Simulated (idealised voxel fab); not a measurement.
Title: Process Module voxel ribs on slabs
We display cut, a cross-section 185 nm in width whose square cells are each 5 nm.
This document writes a cross-section as a grid whose cells are square, and gives it as bands, listed from the top down; one or more rows of cells form a band.
Heights first: top, then bottom, in nm. Then materials, left to right, each with a width in nm. "everywhere" on a single material: fills the band edge to edge. "blank": empty space.
Heights from 0 (as-received wafer is one material below). Bottom band endless downward, as "0 down".
It should be noted that a width expressed as "30 to 40" varies in equal increments from row to row of cells within the band, taking the value of the first number at the top row and that of the second number at the bottom row.
"no modification", as given for a step, is the statement that not any cell of the cross-section underwent a change during that step.
Entry "Closed void list" = empty spaces >= 8 cells with no open way to the top; each as width x height at distance, distance from left edge, all nm.
Anything after a step's settings on that line? It's the simulator's own note about the step.
Steps that use a mask can have "overlay nm" on their line. It says how far the mask sat to the right of where it was meant to be. Negative means to the left.

Steps in the process plan:
step 1: RECEIVE: material Si
step 2: DIRECTIONAL_DEP: material SiO2, thk nm 30
step 3: DIRECTIONAL_DEP: material polySi, thk nm 20
step 4: PATTERN: tone cover, mask id RIB, material resist, width nm 25, thk nm 20, overlay nm -15
step 5: DIRECTIONAL_ETCH: etch materials polySi, depth nm 15
step 6: STRIP: etch materials resist
step 7: PATTERN: tone cover, mask id SLAB, material resist, width nm 75, thk nm 20, overlay nm 0
step 8: DIRECTIONAL_ETCH: etch materials polySi, depth nm 5
step 9: STRIP: etch materials resist
step 10: FILL_DEP: material SiO2, thk nm 30
step 11: CMP: height nm 70
step 12: DIRECTIONAL_DEP: material W, thk nm 10
step 13: DIRECTIONAL_DEP: material aC, thk nm 10
step 14: PATTERN: tone cover, mask id HEATER, material resist, width nm 35, thk nm 30, overlay nm 0
step 15: DIRECTIONAL_ETCH: etch materials aC, depth nm 10
step 16: STRIP: etch materials resist
step 17: DIRECTIONAL_ETCH: etch materials W, depth nm 10
step 18: STRIP: etch materials aC
step 19: CONFORMAL_DEP: material SiN, thk nm 5
The wafers are alike at the start. At step 4, their overlay nm differs. The plan lists the first wafer's value.

Cross-section of the first of several wafers as received (after step 1):
> 0 down | Si everywhere
> Closed void list: none

The cross-section of the first of several wafers is given below for the end of the module, after its final step, step 19:
> 85 to 80 | blank (70) / SiN (45) / blank (70)
> 80 to 75 | blank (70) / SiN (5) / W (35) / SiN (5) / blank (70)
> 75 to 70 | SiN (75) / W (35) / SiN (75)
> 70 to 50 | SiO2 everywhere
> 50 to 35 | SiO2 (65) / polySi (25) / SiO2 (95)
> 35 to 30 | SiO2 (55) / polySi (75) / SiO2 (55)
> 30 to 0 | SiO2 everywhere
> 0 down | Si everywhere
> Closed void list: none

Here's the last wafer cross-sectioned at the end of the module:
> 85 to 80 | blank (70) / SiN (45) / blank (70)
> 80 to 75 | blank (70) / SiN (5) / W (35) / SiN (5) / blank (70)
> 75 to 70 | SiN (75) / W (35) / SiN (75)
> 70 to 50 | SiO2 everywhere
> 50 to 35 | SiO2 (95) / polySi (25) / SiO2 (65)
> 35 to 30 | SiO2 (55) / polySi (75) / SiO2 (55)
> 30 to 0 | SiO2 everywhere
> 0 down | Si everywhere
> Closed void list: none

Below is a per-wafer table. In it, each row describes the wafer at the end of the module by giving, for each material, the number of cells gained (+) or lost (-) since the wafer was received, and after that the closed voids of the wafer:
overlay nm -15, +41 SiN, +488 SiO2, +14 W, +30 polySi, Closed void list: none
overlay nm -10, +41 SiN, +488 SiO2, +14 W, +30 polySi, Closed void list: none
overlay nm -5, +41 SiN, +488 SiO2, +14 W, +30 polySi, Closed void list: none
overlay nm 0, +41 SiN, +488 SiO2, +14 W, +30 polySi, Closed void list: none
overlay nm 5, +41 SiN, +488 SiO2, +14 W, +30 polySi, Closed void list: none
overlay nm 10, +41 SiN, +488 SiO2, +14 W, +30 polySi, Closed void list: none
overlay nm 15, +41 SiN, +488 SiO2, +14 W, +30 polySi, Closed void list: none
